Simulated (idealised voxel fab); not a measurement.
The document below concerns the process module designated voxel gate over fins.
Cross-section cut: width 225 nm, square cells of 5 nm.
We lay out every cross-section as a grid of square cells and spell it out in bands from the top down, where one band means one or more rows of cells. The entry gives the band's vertical extent as a top height and a bottom height in nm, then its horizontal make-up as materials from left to right, each with a width in nm. "empty" stands for empty space; a single material marked "everywhere" fills the band edge to edge. Where do heights start? At 0: under that level the wafer as delivered is made of one material only. And the lowest band has no floor; it just carries on downward, as in "z 0 and below". Think of "30 to 40" as a width that walks from the first number to the second as you go down the band, top row to bottom row, taking equal-sized steps from row to row. No cell of the cross-section changed in a step that is given as "remained unchanged". Voids not open to the top, 8 cells minimum: see "Closed void inventory". Written width x height at distance; distance is from the left edge; nm. Past the settings on a step's line: simulator remark, on that step. On any step carrying a mask, the "overlay nm" setting, if present on the step's line, tells how far right of its planned place the mask lay; negative values point to the left.

### The steps planned for the process are as follows
1 RECEIVE with material Si
2 CONFORMAL_DEP with material SiN, thk nm 5
3 DIRECTIONAL_DEP with material aC, thk nm 15
4 PATTERN with tone cover, mask id FINS, material resist, width nm 15, pitch nm 40, thk nm 35, overlay nm 0
5 DIRECTIONAL_ETCH with etch materials aC, depth nm 15
6 STRIP with etch materials resist
7 DIRECTIONAL_ETCH with etch materials SiN, depth nm 5
8 DIRECTIONAL_ETCH with etch materials Si, depth nm 35
9 STRIP with etch materials aC
10 OXIDIZE with depth nm 5
11 FILL_DEP with material SiO2, thk nm 15
12 CMP with height nm 5
13 SELECTIVE_ETCH with etch materials SiO2, depth nm 15
14 STRIP with etch materials SiN
15 CONFORMAL_DEP with material HfO2, thk nm 5
16 CONFORMAL_DEP with material TiN, thk nm 5
17 CONFORMAL_DEP with material TiAl, thk nm 5
18 CONFORMAL_DEP with material TiN, thk nm 5
19 FILL_DEP with material W, thk nm 10
20 CMP with height nm 25
21 CONFORMAL_DEP with material SiCN, thk nm 5

### Delivered wafer in cross-section: state after step 1
    z 0 and below = Si everywhere
    Closed void inventory: none

### Module complete - cross-section of the first of two wafers, run according to plan
    z 30 to 25 = SiCN everywhere
    z 25 to 20 = W everywhere
    z 20 to 15 = W (30), TiN (165), W (30)
    z 15 to 10 = W (30), TiN (5), TiAl (35), TiN (5), TiAl (35), TiN (5), TiAl (35), TiN (5), TiAl (35), TiN (5), W (30)
    z 10 to 5 = TiN (35), TiAl (5), TiN (25), TiAl (5), TiN (5), TiAl (5), TiN (25), TiAl (5), TiN (5), TiAl (5), TiN (25), TiAl (5), TiN (5), TiAl (5), TiN (25), TiAl (5), TiN (35)
    z 5 to 0 = TiAl (40), TiN (5), HfO2 (15), TiN (5), TiAl (15), TiN (5), HfO2 (15), TiN (5), TiAl (15), TiN (5), HfO2 (15), TiN (5), TiAl (15), TiN (5), HfO2 (15), TiN (5), TiAl (40)
    z 0 to -5 = TiN (45), HfO2 (5), Si (5), HfO2 (5), TiN (25), HfO2 (5), Si (5), HfO2 (5), TiN (25), HfO2 (5), Si (5), HfO2 (5), TiN (25), HfO2 (5), Si (5), HfO2 (5), TiN (45)
    z -5 to -10 = HfO2 (50), Si (5), HfO2 (35), Si (5), HfO2 (35), Si (5), HfO2 (35), Si (5), HfO2 (50)
    z -10 to -40 = SiO2 (50), Si (5), SiO2 (35), Si (5), SiO2 (35), Si (5), SiO2 (35), Si (5), SiO2 (50)
    z -40 and below = Si everywhere
    Closed void inventory: none

### Second wafer of the two, sectioned at the end of the module. It began like the first and followed the same plan, but one mistake was made while running it
    z 30 to 25 = SiCN everywhere
    z 25 to 20 = W everywhere
    z 20 to 15 = W (30), TiN (165), W (30)
    z 15 to 10 = W (30), TiN (5), TiAl (35), TiN (5), TiAl (35), TiN (5), TiAl (35), TiN (5), TiAl (35), TiN (5), W (30)
    z 10 to 5 = W (30), TiN (5), TiAl (5), TiN (25), TiAl (5), TiN (5), TiAl (5), TiN (25), TiAl (5), TiN (5), TiAl (5), TiN (25), TiAl (5), TiN (5), TiAl (5), TiN (25), TiAl (5), TiN (5), W (30)
    z 5 to 0 = W (30), TiN (5), TiAl (5), TiN (5), HfO2 (15), TiN (5), TiAl (5), TiN (5), TiAl (5), TiN (5), HfO2 (15), TiN (5), TiAl (5), TiN (5), TiAl (5), TiN (5), HfO2 (15), TiN (5), TiAl (5), TiN (5), TiAl (5), TiN (5), HfO2 (15), TiN (5), TiAl (5), TiN (5), W (30)
    z 0 to -5 = TiN (35), TiAl (5), TiN (5), HfO2 (5), Si (5), HfO2 (5), TiN (5), TiAl (5), TiN (5), TiAl (5), TiN (5), HfO2 (5), Si (5), HfO2 (5), TiN (5), TiAl (5), TiN (5), TiAl (5), TiN (5), HfO2 (5), Si (5), HfO2 (5), TiN (5), TiAl (5), TiN (5), TiAl (5), TiN (5), HfO2 (5), Si (5), HfO2 (5), TiN (5), TiAl (5), TiN (35)
    z -5 to -10 = TiAl (40), TiN (5), HfO2 (5), Si (5), HfO2 (5), TiN (5), TiAl (15), TiN (5), HfO2 (5), Si (5), HfO2 (5), TiN (5), TiAl (15), TiN (5), HfO2 (5), Si (5), HfO2 (5), TiN (5), TiAl (15), TiN (5), HfO2 (5), Si (5), HfO2 (5), TiN (5), TiAl (40)
    z -10 to -15 = TiN (45), HfO2 (5), Si (5), HfO2 (5), TiN (25), HfO2 (5), Si (5), HfO2 (5), TiN (25), HfO2 (5), Si (5), HfO2 (5), TiN (25), HfO2 (5), Si (5), HfO2 (5), TiN (45)
    z -15 to -20 = HfO2 (50), Si (5), HfO2 (35), Si (5), HfO2 (35), Si (5), HfO2 (35), Si (5), HfO2 (50)
    z -20 to -40 = SiO2 (50), Si (5), SiO2 (35), Si (5), SiO2 (35), Si (5), SiO2 (35), Si (5), SiO2 (50)
    z -40 and below = Si everywhere
    Closed void inventory: none
Finding, execution versus plan: step 13, actual vs plan mismatch, actual run SELECTIVE_ETCH with etch materials SiO2, depth nm 25
In the final state, the cell counts of the second wafer exceed or fall short of those of the first for the following materials: HfO2 +16; SiO2 -82; TiAl +16; TiN +26; W +24
